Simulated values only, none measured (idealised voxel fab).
voxel ribs on slabs: a process module
Displayed cross-section: cut, width of 285 nm, square cells sized 5 nm.
Bands, listed from the top down, are how a cross-section gets written in this document; the cross-section itself is a grid of square cells, and a band is one or more rows of them. Within each band entry, the heights of the top and of the bottom of the band appear first, in that order and in nm; the materials of the band then follow from left to right, each with its corresponding width in nm. The designation "throughout" on a single material indicates that it fills the band from edge to edge; the designation "blank" indicates empty space. Heights are expressed relative to 0, this being the level below which the as-received wafer comprises one material exclusively. The lowest band is unbounded in the downward direction and is denoted as in "0..down". Think of "30->40" as a width that walks from the first number to the second as you go down the band, top row to bottom row, taking equal-sized steps from row to row. No cell of the cross-section changed in a step that is given as "nothing different". "Closed void listing" means: voids of 8 cells or more that are shut off from the top with no open way through. Written width x height at distance, distance from the left edge, in nm. On each step's line, the part that comes after the settings is the simulator's own comment on the step. Among the settings permitted on a step's line is "overlay nm"; applied to a step with a mask, it specifies the extent to which the mask lay to the right of its planned position, whereas a negative figure signifies a position to the left.
-- Process steps - plan
| 1 | RECEIVE (material Si) |
| 2 | DIRECTIONAL_DEP (material SiO2; thk nm 30) |
| 3 | DIRECTIONAL_DEP (material SiN; thk nm 15) |
| 4 | PATTERN (tone cover; mask id RIB; material resist; width nm 25; thk nm 20; overlay nm 0) |
| 5 | DIRECTIONAL_ETCH (etch materials SiN; depth nm 5) |
| 6 | STRIP (etch materials resist) |
| 7 | MASKED_ETCH (tone cover; mask id SLAB; width nm 55; etch materials SiN; depth nm 10; overlay nm 0) |
| 8 | FILL_DEP (material SiO2; thk nm 20) |
| 9 | CMP (height nm 55) |
| 10 | DIRECTIONAL_DEP (material W; thk nm 10) |
| 11 | MASKED_ETCH (tone cover; mask id HEATER; width nm 35; etch materials W; depth nm 10; overlay nm 0) |
| 12 | CONFORMAL_DEP (material SiO2; thk nm 5) |
-- Of two wafers, the first: run according to plan
-- Incoming wafer in cross-section (state: after step 1)
    0..down  Si throughout
    Closed void listing: none
-- Upon completion of step 2, the wafer appears in cross-section as shown
    30..0  SiO2 throughout
    Below a height of 0, the structure has not been altered.
-- Upon completion of step 3, the wafer appears in cross-section as shown
    45..30  SiN throughout
    Below a height of 30, the structure has not been altered.
-- Upon completion of step 4, the wafer appears in cross-section as shown
    65..45  130 blank; 25 resist; 130 blank
    Below a height of 45, the structure has not been altered.
-- Upon completion of step 5, the wafer appears in cross-section as shown
    65..45  130 blank; 25 resist; 130 blank
    45..40  130 blank; 25 SiN; 130 blank
    Below a height of 40, the structure has not been altered.
-- Upon completion of step 6, the wafer appears in cross-section as shown
    45..40  130 blank; 25 SiN; 130 blank
    Below a height of 40, the structure has not been altered.
-- Upon completion of step 7, the wafer appears in cross-section as shown
    45..40  130 blank; 25 SiN; 130 blank
    40..30  115 blank; 55 SiN; 115 blank
    Below a height of 30, the structure has not been altered.
-- Upon completion of step 8, the wafer appears in cross-section as shown
    65..45  SiO2 throughout
    45..40  130 SiO2; 25 SiN; 130 SiO2
    40..30  115 SiO2; 55 SiN; 115 SiO2
    Below a height of 30, the structure has not been altered.
-- Upon completion of step 9, the wafer appears in cross-section as shown
    55..45  SiO2 throughout
    Below a height of 45, the structure has not been altered.
-- Upon completion of step 10, the wafer appears in cross-section as shown
    65..55  W throughout
    Below a height of 55, the structure has not been altered.
-- Upon completion of step 11, the wafer appears in cross-section as shown
    65..55  125 blank; 35 W; 125 blank
    Below a height of 55, the structure has not been altered.
-- Upon completion of step 12, the wafer appears in cross-section as shown
    70..65  120 blank; 45 SiO2; 120 blank
    65..60  120 blank; 5 SiO2; 35 W; 5 SiO2; 120 blank
    60..55  125 SiO2; 35 W; 125 SiO2
    Below a height of 55, the structure has not been altered.
-- Here the second wafer is described. Its start and its plan were those of the first wafer. Its run contained one mistake. Up to and including step 11, it did exactly what the first wafer did
Cross-section of the second wafer when, according to plan, step 12 should have finished: nothing different
Plan not followed: the plan's step 12 was left out and never carried out
Count the cells at the end and the second wafer has more or fewer of some materials than the first: SiO2: 61 fewer
